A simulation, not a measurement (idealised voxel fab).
The name of this process module is voxel self aligned vias.
It is cross-section cut that appears here, measuring 155 nm in width, its square cells being 5 nm in size.
Notation: cross-section as square-cell grid; stated in bands, top first, going down; one or more cell rows per band. For a band, the entry starts with two heights in nm, that of the top and then that of the bottom, and carries on with the band's materials in order from left to right, each alongside its width in nm; the word "edge to edge" beside a single material means it fills the band edge to edge, and "blank" means empty space. Height 0 is the level under which the wafer as received is all one material. The lowest band goes on downwards, as in "0 nm and below". Think of "30..40" as a width that walks from the first number to the second as you go down the band, top row to bottom row, taking equal-sized steps from row to row. "no modifications" (step): cross-section cells unchanged, all of them. Voids not open to the top, 8 cells minimum: see "Voids, enclosed". Written width x height at distance; distance is from the left edge; nm. Past the settings on a step's line: simulator remark, on that step. Each step line may optionally specify "overlay nm", which for a step with a mask gives the rightward distance between the mask's planned place and where it lay, a negative value indicating the leftward direction.
PROCESS STEPS (PLANNED)
| 1 | op RECEIVE | material Si |
| 2 | op CONFORMAL_DEP | material SiO2 | thk nm 15 |
| 3 | op CONFORMAL_DEP | material SiCN | thk nm 5 |
| 4 | op DIRECTIONAL_DEP | material lowk | thk nm 30 |
| 5 | op DIRECTIONAL_DEP | material aC | thk nm 15 |
| 6 | op PATTERN | tone open | mask id LINES | material resist | width nm 25 | pitch nm 75 | thk nm 35 | overlay nm 0 |
| 7 | op DIRECTIONAL_ETCH | etch materials aC | depth nm 15 |
| 8 | op STRIP | etch materials resist |
| 9 | op DIRECTIONAL_ETCH | etch materials lowk | depth nm 30 |
| 10 | op STRIP | etch materials aC |
| 11 | op CONFORMAL_DEP | material TiN | thk nm 5 |
| 12 | op FILL_DEP | material Ru | thk nm 5 |
| 13 | op CMP | height nm 50 |
| 14 | op SELECTIVE_ETCH | etch materials W Ru TiN | depth nm 5 |
| 15 | op FILL_DEP | material SiN | thk nm 10 |
| 16 | op CMP | height nm 50 |
| 17 | op DIRECTIONAL_DEP | material lowk | thk nm 20 |
| 18 | op DIRECTIONAL_DEP | material aC | thk nm 10 |
| 19 | op PATTERN | tone open | mask id VIAS | material resist | width nm 45 | pitch nm 75 | thk nm 30 | overlay nm 0 |
| 20 | op DIRECTIONAL_ETCH | etch materials aC | depth nm 10 |
| 21 | op STRIP | etch materials resist |
| 22 | op DIRECTIONAL_ETCH | etch materials lowk | depth nm 20 |
| 23 | op DIRECTIONAL_ETCH | etch materials SiN | depth nm 5 |
| 24 | op STRIP | etch materials aC |
| 25 | op CONFORMAL_DEP | material TiN | thk nm 5 |
| 26 | op FILL_DEP | material Ru | thk nm 10 |
| 27 | op CMP | height nm 70 |
| 28 | op CONFORMAL_DEP | material SiCN | thk nm 5 |
ACCOUNT OF THE FIRST OF TWO WAFERS, WHICH WAS PROCESSED AS INTENDED
THE CROSS-SECTION HERE SHOWS THE WAFER AS RECEIVED, I.E. IN ITS STATE AFTER STEP 1
    0 nm and below = Si edge to edge
    Voids, enclosed: none
CROSS-SECTION: WAFER STATE AFTER STEP 2
    15 nm to 0 nm = SiO2 edge to edge
    Everything below 0 is unchanged.
CROSS-SECTION: WAFER STATE AFTER STEP 3
    20 nm to 15 nm = SiCN edge to edge
    Everything below 15 is unchanged.
CROSS-SECTION: WAFER STATE AFTER STEP 4
    50 nm to 20 nm = lowk edge to edge
    Everything below 20 is unchanged.
CROSS-SECTION: WAFER STATE AFTER STEP 5
    65 nm to 50 nm = aC edge to edge
    Everything below 50 is unchanged.
CROSS-SECTION: WAFER STATE AFTER STEP 6
    100 nm to 65 nm = resist: 25  blank: 25  resist: 50  blank: 25  resist: 30
    Everything below 65 is unchanged.
CROSS-SECTION: WAFER STATE AFTER STEP 7
    85 nm to 65 nm = resist: 25  blank: 25  resist: 50  blank: 25  resist: 30
    65 nm to 50 nm = aC: 25  blank: 25  aC: 50  blank: 25  aC: 30
    Everything below 50 is unchanged.
CROSS-SECTION: WAFER STATE AFTER STEP 8
    65 nm to 50 nm = aC: 25  blank: 25  aC: 50  blank: 25  aC: 30
    Everything below 50 is unchanged.
CROSS-SECTION: WAFER STATE AFTER STEP 9
    65 nm to 50 nm = aC: 25  blank: 25  aC: 50  blank: 25  aC: 30
    50 nm to 20 nm = lowk: 25  blank: 25  lowk: 50  blank: 25  lowk: 30
    Everything below 20 is unchanged.
CROSS-SECTION: WAFER STATE AFTER STEP 10
    50 nm to 20 nm = lowk: 25  blank: 25  lowk: 50  blank: 25  lowk: 30
    Everything below 20 is unchanged.
CROSS-SECTION: WAFER STATE AFTER STEP 11
    55 nm to 50 nm = TiN: 30  blank: 15  TiN: 60  blank: 15  TiN: 35
    50 nm to 25 nm = lowk: 25  TiN: 5  blank: 15  TiN: 5  lowk: 50  TiN: 5  blank: 15  TiN: 5  lowk: 30
    25 nm to 20 nm = lowk: 25  TiN: 25  lowk: 50  TiN: 25  lowk: 30
    Everything below 20 is unchanged.
CROSS-SECTION: WAFER STATE AFTER STEP 12
    60 nm to 55 nm = Ru edge to edge
    55 nm to 50 nm = TiN: 30  Ru: 15  TiN: 60  Ru: 15  TiN: 35
    50 nm to 25 nm = lowk: 25  TiN: 5  Ru: 15  TiN: 5  lowk: 50  TiN: 5  Ru: 15  TiN: 5  lowk: 30
    Everything below 25 is unchanged.
CROSS-SECTION: WAFER STATE AFTER STEP 13
    50 nm to 25 nm = lowk: 25  TiN: 5  Ru: 15  TiN: 5  lowk: 50  TiN: 5  Ru: 15  TiN: 5  lowk: 30
    Everything below 25 is unchanged.
CROSS-SECTION: WAFER STATE AFTER STEP 14
    50 nm to 45 nm = lowk: 25  blank: 25  lowk: 50  blank: 25  lowk: 30
    Everything below 45 is unchanged.
CROSS-SECTION: WAFER STATE AFTER STEP 15
    60 nm to 50 nm = SiN edge to edge
    50 nm to 45 nm = lowk: 25  SiN: 25  lowk: 50  SiN: 25  lowk: 30
    Everything below 45 is unchanged.
CROSS-SECTION: WAFER STATE AFTER STEP 16
    50 nm to 45 nm = lowk: 25  SiN: 25  lowk: 50  SiN: 25  lowk: 30
    Everything below 45 is unchanged.
CROSS-SECTION: WAFER STATE AFTER STEP 17
    70 nm to 50 nm = lowk edge to edge
    Everything below 50 is unchanged.
CROSS-SECTION: WAFER STATE AFTER STEP 18
    80 nm to 70 nm = aC edge to edge
    Everything below 70 is unchanged.
CROSS-SECTION: WAFER STATE AFTER STEP 19
    110 nm to 80 nm = resist: 15  blank: 45  resist: 30  blank: 45  resist: 20
    Everything below 80 is unchanged.
CROSS-SECTION: WAFER STATE AFTER STEP 20
    100 nm to 80 nm = resist: 15  blank: 45  resist: 30  blank: 45  resist: 20
    80 nm to 70 nm = aC: 15  blank: 45  aC: 30  blank: 45  aC: 20
    Everything below 70 is unchanged.
CROSS-SECTION: WAFER STATE AFTER STEP 21
    80 nm to 70 nm = aC: 15  blank: 45  aC: 30  blank: 45  aC: 20
    Everything below 70 is unchanged.
CROSS-SECTION: WAFER STATE AFTER STEP 22
    80 nm to 70 nm = aC: 15  blank: 45  aC: 30  blank: 45  aC: 20
    70 nm to 50 nm = lowk: 15  blank: 45  lowk: 30  blank: 45  lowk: 20
    Everything below 50 is unchanged.
CROSS-SECTION: WAFER STATE AFTER STEP 23
    80 nm to 70 nm = aC: 15  blank: 45  aC: 30  blank: 45  aC: 20
    70 nm to 50 nm = lowk: 15  blank: 45  lowk: 30  blank: 45  lowk: 20
    50 nm to 45 nm = lowk: 25  blank: 25  lowk: 50  blank: 25  lowk: 30
    Everything below 45 is unchanged.
CROSS-SECTION: WAFER STATE AFTER STEP 24
    70 nm to 50 nm = lowk: 15  blank: 45  lowk: 30  blank: 45  lowk: 20
    Everything below 50 is unchanged.
CROSS-SECTION: WAFER STATE AFTER STEP 25
    75 nm to 70 nm = TiN: 20  blank: 35  TiN: 40  blank: 35  TiN: 25
    70 nm to 55 nm = lowk: 15  TiN: 5  blank: 35  TiN: 5  lowk: 30  TiN: 5  blank: 35  TiN: 5  lowk: 20
    55 nm to 50 nm = lowk: 15  TiN: 15  blank: 15  TiN: 15  lowk: 30  TiN: 15  blank: 15  TiN: 15  lowk: 20
    50 nm to 45 nm = lowk: 25  TiN: 25  lowk: 50  TiN: 25  lowk: 30
    Everything below 45 is unchanged.
CROSS-SECTION: WAFER STATE AFTER STEP 26
    85 nm to 75 nm = Ru edge to edge
    75 nm to 70 nm = TiN: 20  Ru: 35  TiN: 40  Ru: 35  TiN: 25
    70 nm to 55 nm = lowk: 15  TiN: 5  Ru: 35  TiN: 5  lowk: 30  TiN: 5  Ru: 35  TiN: 5  lowk: 20
    55 nm to 50 nm = lowk: 15  TiN: 15  Ru: 15  TiN: 15  lowk: 30  TiN: 15  Ru: 15  TiN: 15  lowk: 20
    Everything below 50 is unchanged.
CROSS-SECTION: WAFER STATE AFTER STEP 27
    70 nm to 55 nm = lowk: 15  TiN: 5  Ru: 35  TiN: 5  lowk: 30  TiN: 5  Ru: 35  TiN: 5  lowk: 20
    Everything below 55 is unchanged.
CROSS-SECTION: WAFER STATE AFTER STEP 28
    75 nm to 70 nm = SiCN edge to edge
    Everything below 70 is unchanged.
THE SECOND WAFER WAS PREPARED FROM THE SAME STARTING POINT AND UNDER THE SAME PLAN AS THE FIRST; ITS PROCESSING CONTAINED ONE MISTAKE, AND IT REMAINS INDISTINGUISHABLE FROM THE FIRST WAFER UP TO AND INCLUDING STEP 18
CROSS-SECTION OF THE SECOND WAFER AT THE TIME STEP 19 OF THE PLAN SHOULD HAVE ENDED
    110 nm to 80 nm = resist: 20  blank: 35  resist: 40  blank: 35  resist: 25
    Everything below 80 is unchanged.
CROSS-SECTION OF THE SECOND WAFER AT THE TIME STEP 20 OF THE PLAN SHOULD HAVE ENDED
    100 nm to 80 nm = resist: 20  blank: 35  resist: 40  blank: 35  resist: 25
    80 nm to 70 nm = aC: 20  blank: 35  aC: 40  blank: 35  aC: 25
    Everything below 70 is unchanged.
CROSS-SECTION OF THE SECOND WAFER AT THE TIME STEP 21 OF THE PLAN SHOULD HAVE ENDED
    80 nm to 70 nm = aC: 20  blank: 35  aC: 40  blank: 35  aC: 25
    Everything below 70 is unchanged.
CROSS-SECTION OF THE SECOND WAFER AT THE TIME STEP 22 OF THE PLAN SHOULD HAVE ENDED
    80 nm to 70 nm = aC: 20  blank: 35  aC: 40  blank: 35  aC: 25
    70 nm to 50 nm = lowk: 20  blank: 35  lowk: 40  blank: 35  lowk: 25
    Everything below 50 is unchanged.
CROSS-SECTION OF THE SECOND WAFER AT THE TIME STEP 23 OF THE PLAN SHOULD HAVE ENDED
    80 nm to 70 nm = aC: 20  blank: 35  aC: 40  blank: 35  aC: 25
    70 nm to 50 nm = lowk: 20  blank: 35  lowk: 40  blank: 35  lowk: 25
    50 nm to 45 nm = lowk: 25  blank: 25  lowk: 50  blank: 25  lowk: 30
    Everything below 45 is unchanged.
CROSS-SECTION OF THE SECOND WAFER AT THE TIME STEP 24 OF THE PLAN SHOULD HAVE ENDED
    70 nm to 50 nm = lowk: 20  blank: 35  lowk: 40  blank: 35  lowk: 25
    Everything below 50 is unchanged.
CROSS-SECTION OF THE SECOND WAFER AT THE TIME STEP 25 OF THE PLAN SHOULD HAVE ENDED
    75 nm to 70 nm = TiN: 25  blank: 25  TiN: 50  blank: 25  TiN: 30
    70 nm to 55 nm = lowk: 20  TiN: 5  blank: 25  TiN: 5  lowk: 40  TiN: 5  blank: 25  TiN: 5  lowk: 25
    55 nm to 50 nm = lowk: 20  TiN: 10  blank: 15  TiN: 10  lowk: 40  TiN: 10  blank: 15  TiN: 10  lowk: 25
    50 nm to 45 nm = lowk: 25  TiN: 25  lowk: 50  TiN: 25  lowk: 30
    Everything below 45 is unchanged.
CROSS-SECTION OF THE SECOND WAFER AT THE TIME STEP 26 OF THE PLAN SHOULD HAVE ENDED
    85 nm to 75 nm = Ru edge to edge
    75 nm to 70 nm = TiN: 25  Ru: 25  TiN: 50  Ru: 25  TiN: 30
    70 nm to 55 nm = lowk: 20  TiN: 5  Ru: 25  TiN: 5  lowk: 40  TiN: 5  Ru: 25  TiN: 5  lowk: 25
    55 nm to 50 nm = lowk: 20  TiN: 10  Ru: 15  TiN: 10  lowk: 40  TiN: 10  Ru: 15  TiN: 10  lowk: 25
    Everything below 50 is unchanged.
CROSS-SECTION OF THE SECOND WAFER AT THE TIME STEP 27 OF THE PLAN SHOULD HAVE ENDED
    70 nm to 55 nm = lowk: 20  TiN: 5  Ru: 25  TiN: 5  lowk: 40  TiN: 5  Ru: 25  TiN: 5  lowk: 25
    Everything below 55 is unchanged.
CROSS-SECTION OF THE SECOND WAFER AT THE TIME STEP 28 OF THE PLAN SHOULD HAVE ENDED
    75 nm to 70 nm = SiCN edge to edge
    Everything below 70 is unchanged.
Diagnosis: step 19 off recipe, ran as op PATTERN | tone open | mask id VIAS | material resist | width nm 35 | pitch nm 75 | thk nm 30 | overlay nm 0
Count the cells at the end and the second wafer has more or fewer of some materials than the first: -12 Ru | -4 TiN | +16 lowk
